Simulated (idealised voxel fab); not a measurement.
Process module heading - voxel self aligned vias
Section cut is 180 nm wide and gridded with 5 nm square cells.
Reading order for cross-sections: top band down to bottom band. Underlying form: a grid of square cells. Band size: one or more rows of cells. Heads up on the band format: heights come first, top then bottom, in nm. After that it's the materials left to right, each with its width in nm. A single material flagged "everywhere" fills the whole band edge to edge, and "blank" means there's empty space there. Counting heights begins at 0, where everything beneath is, in the wafer as received, one material. The lowest band has no bottom; it goes on downwards, as "from 0 down" shows. Read "30 to 40" as a graded width: first number on top, second number at the bottom, same change between each pair of neighbouring rows. Basically "no modification" means that step didn't change any cell in the cross-section. "Tabulated closed voids" means: voids of 8 cells or more that are shut off from the top with no open way through. Written width x height at distance, distance from the left edge, in nm. The remark found on a step's line after its settings is issued by the simulator itself and pertains to that step. "overlay nm" on a masked step: distance the mask lay right of its planned place, negative for left.

Intended process steps
1,RECEIVE: material Si
2,CONFORMAL_DEP: material SiO2, thk nm 10
3,CONFORMAL_DEP: material SiCN, thk nm 5
4,DIRECTIONAL_DEP: material lowk, thk nm 25
5,MASKED_ETCH: tone open, mask id LINES, width nm 30, pitch nm 75, etch materials lowk, depth nm 25, overlay nm 0
6,CONFORMAL_DEP: material TiN, thk nm 5
7,FILL_DEP: material Ru, thk nm 5
8,CMP: height nm 40
9,SELECTIVE_ETCH: etch materials W Ru TiN, depth nm 5
10,FILL_DEP: material SiN, thk nm 5
11,CMP: height nm 40
12,DIRECTIONAL_DEP: material lowk, thk nm 20
13,DIRECTIONAL_DEP: material aC, thk nm 15
14,PATTERN: tone open, mask id VIAS, material resist, width nm 50, pitch nm 75, thk nm 30, overlay nm 0
15,DIRECTIONAL_ETCH: etch materials aC, depth nm 15
16,STRIP: etch materials resist
17,DIRECTIONAL_ETCH: etch materials lowk, depth nm 20
18,DIRECTIONAL_ETCH: etch materials SiN, depth nm 5
19,STRIP: etch materials aC
20,CONFORMAL_DEP: material TiN, thk nm 5
21,FILL_DEP: material Ru, thk nm 5
22,CMP: height nm 60
23,CONFORMAL_DEP: material SiN, thk nm 5

First wafer, as planned

Cross-section of the wafer upon arrival, representing the state reached after step 1
* from 0 down | Si everywhere
* Tabulated closed voids: none

Wafer section view after processing step 2
* from 10 to 0 | SiO2 everywhere
* Nothing below the height 0 has changed.

Wafer section view after processing step 3
* from 15 to 10 | SiCN everywhere
* Nothing below the height 10 has changed.

Wafer section view after processing step 4
* from 40 to 15 | lowk everywhere
* Nothing below the height 15 has changed.

Wafer section view after processing step 5
* from 40 to 15 | lowk (35), then blank (30), then lowk (45), then blank (30), then lowk (40)
* Nothing below the height 15 has changed.

Wafer section view after processing step 6
* from 45 to 40 | TiN (40), then blank (20), then TiN (55), then blank (20), then TiN (45)
* from 40 to 20 | lowk (35), then TiN (5), then blank (20), then TiN (5), then lowk (45), then TiN (5), then blank (20), then TiN (5), then lowk (40)
* from 20 to 15 | lowk (35), then TiN (30), then lowk (45), then TiN (30), then lowk (40)
* Nothing below the height 15 has changed.

Wafer section view after processing step 7
* from 50 to 45 | Ru everywhere
* from 45 to 40 | TiN (40), then Ru (20), then TiN (55), then Ru (20), then TiN (45)
* from 40 to 20 | lowk (35), then TiN (5), then Ru (20), then TiN (5), then lowk (45), then TiN (5), then Ru (20), then TiN (5), then lowk (40)
* Nothing below the height 20 has changed.

Wafer section view after processing step 8
* from 40 to 20 | lowk (35), then TiN (5), then Ru (20), then TiN (5), then lowk (45), then TiN (5), then Ru (20), then TiN (5), then lowk (40)
* Nothing below the height 20 has changed.

Wafer section view after processing step 9
* from 40 to 35 | lowk (35), then blank (30), then lowk (45), then blank (30), then lowk (40)
* Nothing below the height 35 has changed.

Wafer section view after processing step 10
* from 45 to 40 | SiN everywhere
* from 40 to 35 | lowk (35), then SiN (30), then lowk (45), then SiN (30), then lowk (40)
* Nothing below the height 35 has changed.

Wafer section view after processing step 11
* from 40 to 35 | lowk (35), then SiN (30), then lowk (45), then SiN (30), then lowk (40)
* Nothing below the height 35 has changed.

Wafer section view after processing step 12
* from 60 to 40 | lowk everywhere
* Nothing below the height 40 has changed.

Wafer section view after processing step 13
* from 75 to 60 | aC everywhere
* Nothing below the height 60 has changed.

Wafer section view after processing step 14
* from 105 to 75 | resist (25), then blank (50), then resist (25), then blank (50), then resist (30)
* Nothing below the height 75 has changed.

Wafer section view after processing step 15
* from 90 to 75 | resist (25), then blank (50), then resist (25), then blank (50), then resist (30)
* from 75 to 60 | aC (25), then blank (50), then aC (25), then blank (50), then aC (30)
* Nothing below the height 60 has changed.

Wafer section view after processing step 16
* from 75 to 60 | aC (25), then blank (50), then aC (25), then blank (50), then aC (30)
* Nothing below the height 60 has changed.

Wafer section view after processing step 17
* from 75 to 60 | aC (25), then blank (50), then aC (25), then blank (50), then aC (30)
* from 60 to 40 | lowk (25), then blank (50), then lowk (25), then blank (50), then lowk (30)
* Nothing below the height 40 has changed.

Wafer section view after processing step 18
* from 75 to 60 | aC (25), then blank (50), then aC (25), then blank (50), then aC (30)
* from 60 to 40 | lowk (25), then blank (50), then lowk (25), then blank (50), then lowk (30)
* from 40 to 35 | lowk (35), then blank (30), then lowk (45), then blank (30), then lowk (40)
* Nothing below the height 35 has changed.

Wafer section view after processing step 19
* from 60 to 40 | lowk (25), then blank (50), then lowk (25), then blank (50), then lowk (30)
* Nothing below the height 40 has changed.

Wafer section view after processing step 20
* from 65 to 60 | TiN (30), then blank (40), then TiN (35), then blank (40), then TiN (35)
* from 60 to 45 | lowk (25), then TiN (5), then blank (40), then TiN (5), then lowk (25), then TiN (5), then blank (40), then TiN (5), then lowk (30)
* from 45 to 40 | lowk (25), then TiN (15), then blank (20), then TiN (15), then lowk (25), then TiN (15), then blank (20), then TiN (15), then lowk (30)
* from 40 to 35 | lowk (35), then TiN (30), then lowk (45), then TiN (30), then lowk (40)
* Nothing below the height 35 has changed.

Wafer section view after processing step 21
* from 70 to 65 | Ru everywhere
* from 65 to 60 | TiN (30), then Ru (40), then TiN (35), then Ru (40), then TiN (35)
* from 60 to 45 | lowk (25), then TiN (5), then Ru (40), then TiN (5), then lowk (25), then TiN (5), then Ru (40), then TiN (5), then lowk (30)
* from 45 to 40 | lowk (25), then TiN (15), then Ru (20), then TiN (15), then lowk (25), then TiN (15), then Ru (20), then TiN (15), then lowk (30)
* Nothing below the height 40 has changed.

Wafer section view after processing step 22
* from 60 to 45 | lowk (25), then TiN (5), then Ru (40), then TiN (5), then lowk (25), then TiN (5), then Ru (40), then TiN (5), then lowk (30)
* Nothing below the height 45 has changed.

Wafer section view after processing step 23
* from 65 to 60 | SiN everywhere
* Nothing below the height 60 has changed.

The second wafer was prepared from the same starting point and under the same plan as the first; its processing contained one mistake, and it remains indistinguishable from the first wafer up to and including step 16

What the second wafer looks like in cross-section when step 17 should have wrapped up
* from 75 to 60 | aC (25), then blank (50), then aC (25), then blank (50), then aC (30)
* from 60 to 40 | lowk (25), then blank (50), then lowk (25), then blank (50), then lowk (30)
* from 40 to 35 | lowk (25), then blank (10), then SiN (30), then blank (10), then lowk (25), then blank (10), then SiN (30), then blank (10), then lowk (30)
* from 35 to 20 | lowk (25), then blank (10), then TiN (5), then Ru (20), then TiN (5), then blank (10), then lowk (25), then blank (10), then TiN (5), then Ru (20), then TiN (5), then blank (10), then lowk (30)
* Nothing below the height 20 has changed.

What the second wafer looks like in cross-section when step 18 should have wrapped up
* from 75 to 60 | aC (25), then blank (50), then aC (25), then blank (50), then aC (30)
* from 60 to 35 | lowk (25), then blank (50), then lowk (25), then blank (50), then lowk (30)
* Nothing below the height 35 has changed.

What the second wafer looks like in cross-section when step 19 should have wrapped up
* from 60 to 35 | lowk (25), then blank (50), then lowk (25), then blank (50), then lowk (30)
* Nothing below the height 35 has changed.

What the second wafer looks like in cross-section when step 20 should have wrapped up
* from 65 to 60 | TiN (30), then blank (40), then TiN (35), then blank (40), then TiN (35)
* from 60 to 40 | lowk (25), then TiN (5), then blank (40), then TiN (5), then lowk (25), then TiN (5), then blank (40), then TiN (5), then lowk (30)
* from 40 to 35 | lowk (25), then TiN (50), then lowk (25), then TiN (50), then lowk (30)
* from 35 to 20 | lowk (25), then TiN (15), then Ru (20), then TiN (15), then lowk (25), then TiN (15), then Ru (20), then TiN (15), then lowk (30)
* Nothing below the height 20 has changed.

What the second wafer looks like in cross-section when step 21 should have wrapped up
* from 70 to 65 | Ru everywhere
* from 65 to 60 | TiN (30), then Ru (40), then TiN (35), then Ru (40), then TiN (35)
* from 60 to 40 | lowk (25), then TiN (5), then Ru (40), then TiN (5), then lowk (25), then TiN (5), then Ru (40), then TiN (5), then lowk (30)
* Nothing below the height 40 has changed.

What the second wafer looks like in cross-section when step 22 should have wrapped up
* from 60 to 40 | lowk (25), then TiN (5), then Ru (40), then TiN (5), then lowk (25), then TiN (5), then Ru (40), then TiN (5), then lowk (30)
* Nothing below the height 40 has changed.

What the second wafer looks like in cross-section when step 23 should have wrapped up
* from 65 to 60 | SiN everywhere
* Nothing below the height 60 has changed.
So what did we get wrong on this run? heads up, step 17 of the plan got done twice
Final comparison by cell count, materials where the second wafer has more or fewer than the first: +8 Ru; +24 TiN; -32 lowk
